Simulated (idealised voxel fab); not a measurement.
Process module in this document: voxel capacitor over wiring
Cross-section cut: width 260 nm, square cells of 5 nm.
A cross-section is a grid of square cells, given in bands from the top down. A band is one or more rows of cells. What a band's entry tells you: where the top is and where the bottom is, as heights in nm, and after that what lies inside, material by material from left to right, each with its width in nm. Empty space is written as the word "empty", and a single material marked with the word "throughout" occupies the band from edge to edge. Heights are reckoned from 0. Under this level, the received wafer is all of one material. The bottommost band is open-ended downward, for example "from 0 down". So if you see something like "30 to 40" for the width, read it as the top row of the band sitting at the first number and the bottom row at the second, with every row in between moving by the same amount as the last. No cell of the cross-section changed in a step that is given as "nothing was modified". In "Closed void table" the enclosed voids are listed, meaning empty spaces of 8 cells or larger without any opening to the top. The form is width x height at distance, distance from the left edge, units nm. It should be noted that, on the line of a given step, the content following the step's settings is a remark produced by the simulator itself with respect to that step. You can add "overlay nm" to a step's line. For a step with a mask, it describes how far the mask lay to the right of its planned position, and a negative number describes a lay to the left.

These are the steps we planned for the process:
step 1: RECEIVE, material Si
step 2: CONFORMAL_DEP, material SiO2, thk nm 10
step 3: CONFORMAL_DEP, material SiN, thk nm 5
step 4: DIRECTIONAL_DEP, material lowk, thk nm 15
step 5: PATTERN, tone open, mask id METAL_1, material resist, width nm 30, pitch nm 90, thk nm 15, overlay nm 0
step 6: DIRECTIONAL_ETCH, etch materials lowk, depth nm 15
step 7: DIRECTIONAL_ETCH, etch materials SiN, depth nm 5
step 8: STRIP, etch materials resist
step 9: CONFORMAL_DEP, material TiN, thk nm 5
step 10: FILL_DEP, material Cu, thk nm 10
step 11: CMP, height nm 30
step 12: CONFORMAL_DEP, material SiCN, thk nm 5
step 13: DIRECTIONAL_DEP, material SiO2, thk nm 10
step 14: MASKED_ETCH, tone open, mask id PLUG_1, width nm 15, etch materials SiO2, depth nm 10, overlay nm 0
step 15: MASKED_ETCH, tone open, mask id PLUG_1, width nm 15, etch materials SiCN, depth nm 5, overlay nm 0
step 16: EPI, material Ru, thk nm 10
step 17: EPI, material Ru, thk nm 5
step 18: DIRECTIONAL_DEP, material TiN, thk nm 10
step 19: DIRECTIONAL_DEP, material HfO2, thk nm 5
step 20: DIRECTIONAL_DEP, material TiN, thk nm 5
step 21: PATTERN, tone cover, mask id UPPER_PLATE, material resist, width nm 65, thk nm 15, overlay nm 0
step 22: DIRECTIONAL_ETCH, etch materials TiN, depth nm 5
step 23: DIRECTIONAL_ETCH, etch materials HfO2, depth nm 5
step 24: STRIP, etch materials resist
step 25: DIRECTIONAL_DEP, material aC, thk nm 15
step 26: PATTERN, tone cover, mask id LOWER_PLATE, material resist, width nm 75, thk nm 35, overlay nm 0
step 27: DIRECTIONAL_ETCH, etch materials aC, depth nm 15
step 28: STRIP, etch materials resist
step 29: DIRECTIONAL_ETCH, etch materials TiN, depth nm 10
step 30: STRIP, etch materials aC
step 31: FILL_DEP, material SiO2, thk nm 15
step 32: CMP, height nm 75
step 33: PATTERN, tone open, mask id PLUG_2, material resist, width nm 15, thk nm 15, overlay nm 0
step 34: DIRECTIONAL_ETCH, etch materials SiO2, depth nm 10
step 35: STRIP, etch materials resist
step 36: CONFORMAL_DEP, material TiN, thk nm 5
step 37: FILL_DEP, material Cu, thk nm 10
step 38: CMP, height nm 75
step 39: CONFORMAL_DEP, material SiN, thk nm 5

First of two wafers, processed according to plan:

Wafer as received: cross-section following step 1:
    from 0 down  Si throughout
    Closed void table: none

The wafer, seen in cross-section, after step 2:
    from 10 to 0  SiO2 throughout
    Below 0, no change.

The wafer, seen in cross-section, after step 3:
    from 15 to 10  SiN throughout
    Below 10, no change.

The wafer, seen in cross-section, after step 4:
    from 30 to 15  lowk throughout
    Below 15, no change.

The wafer, seen in cross-section, after step 5:
    from 45 to 30  resist (70), then empty (30), then resist (60), then empty (30), then resist (70)
    Below 30, no change.

The wafer, seen in cross-section, after step 6:
    from 45 to 30  resist (70), then empty (30), then resist (60), then empty (30), then resist (70)
    from 30 to 15  lowk (70), then empty (30), then lowk (60), then empty (30), then lowk (70)
    Below 15, no change.

The wafer, seen in cross-section, after step 7:
    from 45 to 30  resist (70), then empty (30), then resist (60), then empty (30), then resist (70)
    from 30 to 15  lowk (70), then empty (30), then lowk (60), then empty (30), then lowk (70)
    from 15 to 10  SiN (70), then empty (30), then SiN (60), then empty (30), then SiN (70)
    Below 10, no change.

The wafer, seen in cross-section, after step 8:
    from 30 to 15  lowk (70), then empty (30), then lowk (60), then empty (30), then lowk (70)
    Below 15, no change.

The wafer, seen in cross-section, after step 9:
    from 35 to 30  TiN (75), then empty (20), then TiN (70), then empty (20), then TiN (75)
    from 30 to 15  lowk (70), then TiN (5), then empty (20), then TiN (5), then lowk (60), then TiN (5), then empty (20), then TiN (5), then lowk (70)
    from 15 to 10  SiN (70), then TiN (30), then SiN (60), then TiN (30), then SiN (70)
    Below 10, no change.

The wafer, seen in cross-section, after step 10:
    from 45 to 35  Cu throughout
    from 35 to 30  TiN (75), then Cu (20), then TiN (70), then Cu (20), then TiN (75)
    from 30 to 15  lowk (70), then TiN (5), then Cu (20), then TiN (5), then lowk (60), then TiN (5), then Cu (20), then TiN (5), then lowk (70)
    Below 15, no change.

The wafer, seen in cross-section, after step 11:
    from 30 to 15  lowk (70), then TiN (5), then Cu (20), then TiN (5), then lowk (60), then TiN (5), then Cu (20), then TiN (5), then lowk (70)
    Below 15, no change.

The wafer, seen in cross-section, after step 12:
    from 35 to 30  SiCN throughout
    Below 30, no change.

The wafer, seen in cross-section, after step 13:
    from 45 to 35  SiO2 throughout
    Below 35, no change.

The wafer, seen in cross-section, after step 14:
    from 45 to 35  SiO2 (85), then empty (15), then SiO2 (160)
    Below 35, no change.

The wafer, seen in cross-section, after step 15:
    from 45 to 35  SiO2 (85), then empty (15), then SiO2 (160)
    from 35 to 30  SiCN (85), then empty (15), then SiCN (160)
    Below 30, no change.

The wafer, seen in cross-section, after step 16:
    from 45 to 40  SiO2 (85), then empty (15), then SiO2 (160)
    from 40 to 35  SiO2 (85), then Ru (15), then SiO2 (160)
    from 35 to 30  SiCN (85), then Ru (15), then SiCN (160)
    Below 30, no change.

The wafer, seen in cross-section, after step 17:
    from 45 to 35  SiO2 (85), then Ru (15), then SiO2 (160)
    Below 35, no change.

The wafer, seen in cross-section, after step 18:
    from 55 to 45  TiN throughout
    Below 45, no change.

The wafer, seen in cross-section, after step 19:
    from 60 to 55  HfO2 throughout
    Below 55, no change.

The wafer, seen in cross-section, after step 20:
    from 65 to 60  TiN throughout
    Below 60, no change.

The wafer, seen in cross-section, after step 21:
    from 80 to 65  empty (85), then resist (65), then empty (110)
    Below 65, no change.

The wafer, seen in cross-section, after step 22:
    from 80 to 65  empty (85), then resist (65), then empty (110)
    from 65 to 60  empty (85), then TiN (65), then empty (110)
    Below 60, no change.

The wafer, seen in cross-section, after step 23:
    from 80 to 65  empty (85), then resist (65), then empty (110)
    from 65 to 60  empty (85), then TiN (65), then empty (110)
    from 60 to 55  empty (85), then HfO2 (65), then empty (110)
    Below 55, no change.

The wafer, seen in cross-section, after step 24:
    from 65 to 60  empty (85), then TiN (65), then empty (110)
    Below 60, no change.

The wafer, seen in cross-section, after step 25:
    from 80 to 70  empty (85), then aC (65), then empty (110)
    from 70 to 65  aC throughout
    from 65 to 60  aC (85), then TiN (65), then aC (110)
    from 60 to 55  aC (85), then HfO2 (65), then aC (110)
    Below 55, no change.

The wafer, seen in cross-section, after step 26:
    from 115 to 80  empty (80), then resist (75), then empty (105)
    from 80 to 70  empty (80), then resist (5), then aC (65), then resist (5), then empty (105)
    Below 70, no change.

The wafer, seen in cross-section, after step 27:
    from 100 to 80  empty (80), then resist (75), then empty (105)
    from 80 to 70  empty (80), then resist (5), then aC (65), then resist (5), then empty (105)
    from 70 to 65  empty (80), then aC (75), then empty (105)
    from 65 to 60  empty (80), then aC (5), then TiN (65), then aC (5), then empty (105)
    from 60 to 55  empty (80), then aC (5), then HfO2 (65), then aC (5), then empty (105)
    Below 55, no change.

The wafer, seen in cross-section, after step 28:
    from 80 to 70  empty (85), then aC (65), then empty (110)
    Below 70, no change.

The wafer, seen in cross-section, after step 29:
    from 80 to 70  empty (85), then aC (65), then empty (110)
    from 70 to 65  empty (80), then aC (75), then empty (105)
    from 65 to 60  empty (80), then aC (5), then TiN (65), then aC (5), then empty (105)
    from 60 to 55  empty (80), then aC (5), then HfO2 (65), then aC (5), then empty (105)
    from 55 to 45  empty (80), then TiN (75), then empty (105)
    Below 45, no change.

The wafer, seen in cross-section, after step 30:
    from 65 to 60  empty (85), then TiN (65), then empty (110)
    from 60 to 55  empty (85), then HfO2 (65), then empty (110)
    Below 55, no change.

The wafer, seen in cross-section, after step 31:
    from 80 to 65  SiO2 throughout
    from 65 to 60  SiO2 (85), then TiN (65), then SiO2 (110)
    from 60 to 55  SiO2 (85), then HfO2 (65), then SiO2 (110)
    from 55 to 45  SiO2 (80), then TiN (75), then SiO2 (105)
    Below 45, no change.

The wafer, seen in cross-section, after step 32:
    from 75 to 65  SiO2 throughout
    Below 65, no change.

The wafer, seen in cross-section, after step 33:
    from 90 to 75  resist (95), then empty (15), then resist (150)
    Below 75, no change.

The wafer, seen in cross-section, after step 34:
    from 90 to 75  resist (95), then empty (15), then resist (150)
    from 75 to 65  SiO2 (95), then empty (15), then SiO2 (150)
    Below 65, no change.

The wafer, seen in cross-section, after step 35:
    from 75 to 65  SiO2 (95), then empty (15), then SiO2 (150)
    Below 65, no change.

The wafer, seen in cross-section, after step 36:
    from 80 to 75  TiN (100), then empty (5), then TiN (155)
    from 75 to 70  SiO2 (95), then TiN (5), then empty (5), then TiN (5), then SiO2 (150)
    from 70 to 60  SiO2 (95 to 85), then TiN (15 to 65), then SiO2 (150 to 110)
    Below 60, no change.

The wafer, seen in cross-section, after step 37:
    from 90 to 80  Cu throughout
    from 80 to 75  TiN (100), then Cu (5), then TiN (155)
    from 75 to 70  SiO2 (95), then TiN (5), then Cu (5), then TiN (5), then SiO2 (150)
    Below 70, no change.

The wafer, seen in cross-section, after step 38:
    from 75 to 70  SiO2 (95), then TiN (5), then Cu (5), then TiN (5), then SiO2 (150)
    Below 70, no change.

The wafer, seen in cross-section, after step 39:
    from 80 to 75  SiN throughout
    Below 75, no change.

Wafer two. Identical start, identical plan. One mistake in execution. Identical history through step 2:

The second wafer cut through, at the time step 3 was supposed to be finished: nothing was modified

The second wafer cut through, at the time step 4 was supposed to be finished:
    from 25 to 10  lowk throughout
    Below 10, no change.

The second wafer cut through, at the time step 5 was supposed to be finished:
    from 40 to 25  resist (70), then empty (30), then resist (60), then empty (30), then resist (70)
    Below 25, no change.

The second wafer cut through, at the time step 6 was supposed to be finished:
    from 40 to 25  resist (70), then empty (30), then resist (60), then empty (30), then resist (70)
    from 25 to 10  lowk (70), then empty (30), then lowk (60), then empty (30), then lowk (70)
    Below 10, no change.

The second wafer cut through, at the time step 7 was supposed to be finished: nothing was modified

The second wafer cut through, at the time step 8 was supposed to be finished:
    from 25 to 10  lowk (70), then empty (30), then lowk (60), then empty (30), then lowk (70)
    Below 10, no change.

The second wafer cut through, at the time step 9 was supposed to be finished:
    from 30 to 25  TiN (75), then empty (20), then TiN (70), then empty (20), then TiN (75)
    from 25 to 15  lowk (70), then TiN (5), then empty (20), then TiN (5), then lowk (60), then TiN (5), then empty (20), then TiN (5), then lowk (70)
    from 15 to 10  lowk (70), then TiN (30), then lowk (60), then TiN (30), then lowk (70)
    Below 10, no change.

The second wafer cut through, at the time step 10 was supposed to be finished:
    from 40 to 30  Cu throughout
    from 30 to 25  TiN (75), then Cu (20), then TiN (70), then Cu (20), then TiN (75)
    from 25 to 15  lowk (70), then TiN (5), then Cu (20), then TiN (5), then lowk (60), then TiN (5), then Cu (20), then TiN (5), then lowk (70)
    Below 15, no change.

The second wafer cut through, at the time step 11 was supposed to be finished:
    from 30 to 25  TiN (75), then Cu (20), then TiN (70), then Cu (20), then TiN (75)
    Below 25, no change.

The second wafer cut through, at the time step 12 was supposed to be finished:
    from 35 to 30  SiCN throughout
    Below 30, no change.

The second wafer cut through, at the time step 13 was supposed to be finished:
    from 45 to 35  SiO2 throughout
    Below 35, no change.

The second wafer cut through, at the time step 14 was supposed to be finished:
    from 45 to 35  SiO2 (85), then empty (15), then SiO2 (160)
    Below 35, no change.

The second wafer cut through, at the time step 15 was supposed to be finished:
    from 45 to 35  SiO2 (85), then empty (15), then SiO2 (160)
    from 35 to 30  SiCN (85), then empty (15), then SiCN (160)
    Below 30, no change.

The second wafer cut through, at the time step 16 was supposed to be finished:
    from 45 to 40  SiO2 (85), then empty (15), then SiO2 (160)
    from 40 to 35  SiO2 (85), then Ru (15), then SiO2 (160)
    from 35 to 30  SiCN (85), then Ru (15), then SiCN (160)
    Below 30, no change.

The second wafer cut through, at the time step 17 was supposed to be finished:
    from 45 to 35  SiO2 (85), then Ru (15), then SiO2 (160)
    Below 35, no change.

The second wafer cut through, at the time step 18 was supposed to be finished:
    from 55 to 45  TiN throughout
    Below 45, no change.

The second wafer cut through, at the time step 19 was supposed to be finished:
    from 60 to 55  HfO2 throughout
    Below 55, no change.

The second wafer cut through, at the time step 20 was supposed to be finished:
    from 65 to 60  TiN throughout
    Below 60, no change.

The second wafer cut through, at the time step 21 was supposed to be finished:
    from 80 to 65  empty (85), then resist (65), then empty (110)
    Below 65, no change.

The second wafer cut through, at the time step 22 was supposed to be finished:
    from 80 to 65  empty (85), then resist (65), then empty (110)
    from 65 to 60  empty (85), then TiN (65), then empty (110)
    Below 60, no change.

The second wafer cut through, at the time step 23 was supposed to be finished:
    from 80 to 65  empty (85), then resist (65), then empty (110)
    from 65 to 60  empty (85), then TiN (65), then empty (110)
    from 60 to 55  empty (85), then HfO2 (65), then empty (110)
    Below 55, no change.

The second wafer cut through, at the time step 24 was supposed to be finished:
    from 65 to 60  empty (85), then TiN (65), then empty (110)
    Below 60, no change.

The second wafer cut through, at the time step 25 was supposed to be finished:
    from 80 to 70  empty (85), then aC (65), then empty (110)
    from 70 to 65  aC throughout
    from 65 to 60  aC (85), then TiN (65), then aC (110)
    from 60 to 55  aC (85), then HfO2 (65), then aC (110)
    Below 55, no change.

The second wafer cut through, at the time step 26 was supposed to be finished:
    from 115 to 80  empty (80), then resist (75), then empty (105)
    from 80 to 70  empty (80), then resist (5), then aC (65), then resist (5), then empty (105)
    Below 70, no change.

The second wafer cut through, at the time step 27 was supposed to be finished:
    from 100 to 80  empty (80), then resist (75), then empty (105)
    from 80 to 70  empty (80), then resist (5), then aC (65), then resist (5), then empty (105)
    from 70 to 65  empty (80), then aC (75), then empty (105)
    from 65 to 60  empty (80), then aC (5), then TiN (65), then aC (5), then empty (105)
    from 60 to 55  empty (80), then aC (5), then HfO2 (65), then aC (5), then empty (105)
    Below 55, no change.

The second wafer cut through, at the time step 28 was supposed to be finished:
    from 80 to 70  empty (85), then aC (65), then empty (110)
    Below 70, no change.

The second wafer cut through, at the time step 29 was supposed to be finished:
    from 80 to 70  empty (85), then aC (65), then empty (110)
    from 70 to 65  empty (80), then aC (75), then empty (105)
    from 65 to 60  empty (80), then aC (5), then TiN (65), then aC (5), then empty (105)
    from 60 to 55  empty (80), then aC (5), then HfO2 (65), then aC (5), then empty (105)
    from 55 to 45  empty (80), then TiN (75), then empty (105)
    Below 45, no change.

The second wafer cut through, at the time step 30 was supposed to be finished:
    from 65 to 60  empty (85), then TiN (65), then empty (110)
    from 60 to 55  empty (85), then HfO2 (65), then empty (110)
    Below 55, no change.

The second wafer cut through, at the time step 31 was supposed to be finished:
    from 80 to 65  SiO2 throughout
    from 65 to 60  SiO2 (85), then TiN (65), then SiO2 (110)
    from 60 to 55  SiO2 (85), then HfO2 (65), then SiO2 (110)
    from 55 to 45  SiO2 (80), then TiN (75), then SiO2 (105)
    Below 45, no change.

The second wafer cut through, at the time step 32 was supposed to be finished:
    from 75 to 65  SiO2 throughout
    Below 65, no change.

The second wafer cut through, at the time step 33 was supposed to be finished:
    from 90 to 75  resist (95), then empty (15), then resist (150)
    Below 75, no change.

The second wafer cut through, at the time step 34 was supposed to be finished:
    from 90 to 75  resist (95), then empty (15), then resist (150)
    from 75 to 65  SiO2 (95), then empty (15), then SiO2 (150)
    Below 65, no change.

The second wafer cut through, at the time step 35 was supposed to be finished:
    from 75 to 65  SiO2 (95), then empty (15), then SiO2 (150)
    Below 65, no change.

The second wafer cut through, at the time step 36 was supposed to be finished:
    from 80 to 75  TiN (100), then empty (5), then TiN (155)
    from 75 to 70  SiO2 (95), then TiN (5), then empty (5), then TiN (5), then SiO2 (150)
    from 70 to 60  SiO2 (95 to 85), then TiN (15 to 65), then SiO2 (150 to 110)
    Below 60, no change.

The second wafer cut through, at the time step 37 was supposed to be finished:
    from 90 to 80  Cu throughout
    from 80 to 75  TiN (100), then Cu (5), then TiN (155)
    from 75 to 70  SiO2 (95), then TiN (5), then Cu (5), then TiN (5), then SiO2 (150)
    Below 70, no change.

The second wafer cut through, at the time step 38 was supposed to be finished:
    from 75 to 70  SiO2 (95), then TiN (5), then Cu (5), then TiN (5), then SiO2 (150)
    Below 70, no change.

The second wafer cut through, at the time step 39 was supposed to be finished:
    from 80 to 75  SiN throughout
    Below 75, no change.
Short version of what went wrong: plan step 3 skipped
Counted in cells at the end, the second wafer holds more or fewer of these materials than the first: SiN: 40 fewer, TiN: 40 more
